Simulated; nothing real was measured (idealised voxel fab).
process module | voxel transistor to metal
cross-section cut | 185 nm wide | cells 5 nm
A cross-section is a grid of square cells, given in bands from the top down. A band is one or more rows of cells.
Each band's line starts with the height of the band's top and of its bottom, in nm. Then come its materials from left to right, each with its width in nm. One material with "throughout" fills the band from edge to edge. "air" is empty space.
Height 0 is the level under which the wafer as received is all one material. The lowest band goes on downwards, as in "0 down".
A width such as "30 to 40" changes by the same amount from each row of cells to the next, from the band's top row to its bottom row.
"no change" after a step means that no cell of the cross-section changed.
closed voids: empty space of 8 cells or more with no open way to the top, each as width x height at its distance from the left edge, in nm
after a step's settings: what the simulator itself notes on the step
overlay nm, on a step with a mask: how far to the right of its planned place the mask lay; to the left if negative
plan
1 op RECEIVE | material Si
2 op OXIDIZE | depth nm 5
3 op CONFORMAL_DEP | material SiN | thk nm 10
4 op MASKED_ETCH | tone cover | mask id ACTIVE | width nm 105 | etch materials SiN | depth nm 10 | overlay nm 0
5 op MASKED_ETCH | tone cover | mask id ACTIVE | width nm 105 | etch materials SiO2 | depth nm 5 | overlay nm 0
6 op MASKED_ETCH | tone cover | mask id ACTIVE | width nm 105 | etch materials Si | depth nm 35 | overlay nm 0
7 op FILL_DEP | material SiO2 | thk nm 10
8 op CMP | height nm 10
9 op SELECTIVE_ETCH | etch materials SiO2 | depth nm 10
10 op STRIP | etch materials SiN
11 op SELECTIVE_ETCH | etch materials SiO2 | depth nm 5
12 op OXIDIZE | depth nm 5
13 op DIRECTIONAL_DEP | material polySi | thk nm 25
14 op DIRECTIONAL_DEP | material SiCN | thk nm 10
15 op MASKED_ETCH | tone cover | mask id GATE | width nm 15 | etch materials SiCN | depth nm 20 | overlay nm 0
16 op MASKED_ETCH | tone cover | mask id GATE | width nm 15 | etch materials polySi | depth nm 35 | overlay nm 0
17 op CONFORMAL_DEP | material SiO2 | thk nm 5
18 op DIRECTIONAL_ETCH | etch materials SiO2 | depth nm 5
19 op CONFORMAL_DEP | material SiN | thk nm 10
20 op DIRECTIONAL_ETCH | etch materials SiN | depth nm 10
21 op DIRECTIONAL_ETCH | etch materials SiO2 | depth nm 5
22 op EPI | material SiGe | thk nm 5
23 op FILL_DEP | material SiO2 | thk nm 10
24 op CMP | height nm 30
25 op DIRECTIONAL_DEP | material SiO2 | thk nm 10
26 op DIRECTIONAL_DEP | material aC | thk nm 10
27 op PATTERN | tone open | mask id CONTACT | material resist | width nm 35 | pitch nm 60 | thk nm 25 | overlay nm 0
28 op DIRECTIONAL_ETCH | etch materials aC | depth nm 10
29 op STRIP | etch materials resist
30 op DIRECTIONAL_ETCH | etch materials SiO2 | depth nm 45
31 op STRIP | etch materials aC
32 op CONFORMAL_DEP | material TiN | thk nm 5
33 op FILL_DEP | material Ru | thk nm 10
34 op CMP | height nm 40
35 op CONFORMAL_DEP | material SiN | thk nm 5
36 op DIRECTIONAL_DEP | material SiO2 | thk nm 15
37 op MASKED_ETCH | tone open | mask id METAL_1 | width nm 20 | pitch nm 75 | etch materials SiO2 | depth nm 15 | overlay nm 0
38 op MASKED_ETCH | tone open | mask id METAL_1 | width nm 20 | pitch nm 75 | etch materials SiN | depth nm 5 | overlay nm 0
39 op CONFORMAL_DEP | material TiN | thk nm 5
40 op FILL_DEP | material Ru | thk nm 10
41 op CMP | height nm 60
42 op CONFORMAL_DEP | material SiCN | thk nm 5
43 op DIRECTIONAL_DEP | material SiO2 | thk nm 30
44 op MASKED_ETCH | tone open | mask id METAL_2 | width nm 20 | pitch nm 75 | etch materials SiO2 | depth nm 15 | overlay nm 0
45 op PATTERN | tone open | mask id METAL_2_HOLES | material resist | width nm 15 | pitch nm 75 | thk nm 20 | overlay nm 0
46 op DIRECTIONAL_ETCH | etch materials SiO2 | depth nm 15
47 op DIRECTIONAL_ETCH | etch materials SiCN | depth nm 5
48 op STRIP | etch materials resist
49 op CONFORMAL_DEP | material TiN | thk nm 5
50 op FILL_DEP | material Ru | thk nm 5
51 op CMP | height nm 95
52 op CONFORMAL_DEP | material SiN | thk nm 5
as received, after step 1
  0 down: Si throughout
  closed voids: none
a wafer at the end: this start, this plan, one mistake
  100 to 95: SiN throughout
  95 to 85: SiO2 45 | TiN 5 | Ru 10 | TiN 5 | SiO2 55 | TiN 5 | Ru 10 | TiN 5 | SiO2 45
  85 to 80: SiO2 45 | TiN 20 | SiO2 55 | TiN 20 | SiO2 45
  80 to 65: SiO2 50 | TiN 10 | SiO2 65 | TiN 10 | SiO2 50
  65 to 60: SiCN 50 | TiN 10 | SiCN 65 | TiN 10 | SiCN 50
  60 to 45: SiO2 45 | TiN 5 | Ru 10 | TiN 5 | SiO2 55 | TiN 5 | Ru 10 | TiN 5 | SiO2 45
  45 to 40: SiN 45 | TiN 20 | SiN 55 | TiN 20 | SiN 45
  40 to 30: SiO2 45 | TiN 5 | Ru 25 to 15 | TiN 5 to 15 | SiO2 25 | TiN 5 to 15 | Ru 25 to 15 | TiN 5 | SiO2 45
  30 to 20: SiO2 45 | TiN 5 | Ru 15 | TiN 5 | SiN 10 | SiO2 5 | SiCN 15 | SiO2 5 | SiN 10 | TiN 5 | Ru 15 | TiN 5 | SiO2 45
  20 to 0: SiO2 45 | TiN 5 | Ru 15 | TiN 5 | SiN 10 | SiO2 5 | polySi 15 | SiO2 5 | SiN 10 | TiN 5 | Ru 15 | TiN 5 | SiO2 45
  0 to -5: SiO2 45 | TiN 25 | SiN 10 | SiO2 5 | polySi 15 | SiO2 5 | SiN 10 | TiN 25 | SiO2 45
  -5 to -10: SiO2 35 | SiGe 35 | SiO2 45 | SiGe 35 | SiO2 35
  -10 to -40: SiO2 40 | Si 105 | SiO2 40
  -40 down: Si throughout
  closed voids: none
what went wrong: step 44 ran as: op MASKED_ETCH | tone open | mask id METAL_2 | width nm 15 | pitch nm 75 | etch materials SiO2 | depth nm 15 | overlay nm 0
